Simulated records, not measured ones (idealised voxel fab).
Module name: voxel fin reveal (process module)
For reference, the cross-section in this document is cut, with width 265 nm and square cells of 5 nm.
Heads up, the way a cross-section reads in here is a grid of square cells, handed over as bands from the top down, with every band being one or more rows of cells. Within each band entry, the heights of the top and of the bottom of the band appear first, in that order and in nm; the materials of the band then follow from left to right, each with its corresponding width in nm. The designation "everywhere" on a single material indicates that it fills the band from edge to edge; the designation "blank" indicates empty space. Zero point of the height axis is 0; under it, received wafer = one material. Lowest band: continues down indefinitely, "top 0, no bottom". A two-number width, for instance "30..40", indicates that the width is equal to the first number in the top row of the band and to the second number in the bottom row, and that it changes by a constant amount per row of cells. Given "nothing changed" for a step, no cell of the cross-section differs between before and after that step. What "Closed void roster" gives you is every empty space of 8 cells or more that is cut off from the top. Each appears as width x height at distance, with the distance taken from the left edge and width, height and distance all in nm. On each step's line, the part that comes after the settings is the simulator's own comment on the step. The "overlay nm" setting may appear on a step's line; for a step that uses a mask, it gives how far to the right of its planned position the mask lay, and a negative value indicates the left.

-- The following list gives the planned process steps
step 1: RECEIVE | material Si
step 2: CONFORMAL_DEP | material SiN | thk nm 5
step 3: PATTERN | tone cover | mask id FINS | material resist | width nm 15 | pitch nm 45 | thk nm 15 | overlay nm 0
step 4: DIRECTIONAL_ETCH | etch materials SiN | depth nm 5
step 5: DIRECTIONAL_ETCH | etch materials Si | depth nm 30
step 6: STRIP | etch materials resist
step 7: OXIDIZE | depth nm 5
step 8: FILL_DEP | material SiO2 | thk nm 15
step 9: CMP | height nm 5
step 10: SELECTIVE_ETCH | etch materials SiO2 | depth nm 15
step 11: STRIP | etch materials SiN
step 12: CONFORMAL_DEP | material SiO2 | thk nm 5

-- Cross-section, incoming material, after step 1
top 0, no bottom: Si everywhere
Closed void roster: none

-- End-of-module cross-section of the first of two wafers, processed as planned
top 5, bottom 0: 55 nm blank | 15 nm SiO2 | 30 nm blank | 15 nm SiO2 | 30 nm blank | 15 nm SiO2 | 30 nm blank | 15 nm SiO2 | 60 nm blank
top 0, bottom -5: 55 nm blank | 5 nm SiO2 | 5 nm Si | 5 nm SiO2 | 30 nm blank | 5 nm SiO2 | 5 nm Si | 5 nm SiO2 | 30 nm blank | 5 nm SiO2 | 5 nm Si | 5 nm SiO2 | 30 nm blank | 5 nm SiO2 | 5 nm Si | 5 nm SiO2 | 60 nm blank
top -5, bottom -35: 60 nm SiO2 | 5 nm Si | 40 nm SiO2 | 5 nm Si | 40 nm SiO2 | 5 nm Si | 40 nm SiO2 | 5 nm Si | 65 nm SiO2
top -35, no bottom: Si everywhere
Closed void roster: none

-- What the second wafer looks like in cross-section once the module is done. Its start and its plan matched the first wafer's exactly; what differed was one mistake in how it was run
top 5, bottom 0: 55 nm blank | 20 nm SiO2 | 25 nm blank | 20 nm SiO2 | 25 nm blank | 20 nm SiO2 | 25 nm blank | 20 nm SiO2 | 55 nm blank
top 0, bottom -5: 55 nm blank | 5 nm SiO2 | 10 nm Si | 5 nm SiO2 | 25 nm blank | 5 nm SiO2 | 10 nm Si | 5 nm SiO2 | 25 nm blank | 5 nm SiO2 | 10 nm Si | 5 nm SiO2 | 25 nm blank | 5 nm SiO2 | 10 nm Si | 5 nm SiO2 | 55 nm blank
top -5, bottom -35: 60 nm SiO2 | 10 nm Si | 35 nm SiO2 | 10 nm Si | 35 nm SiO2 | 10 nm Si | 35 nm SiO2 | 10 nm Si | 60 nm SiO2
top -35, no bottom: Si everywhere
Closed void roster: none
Where did the run depart from the plan? step 3 ran differently from the plan; actual operation with settings: PATTERN | tone cover | mask id FINS | material resist | width nm 20 | pitch nm 45 | thk nm 15 | overlay nm 0
End of process, cell counts, second wafer against first, materials with more or fewer: Si: 28 more | SiO2: 20 fewer
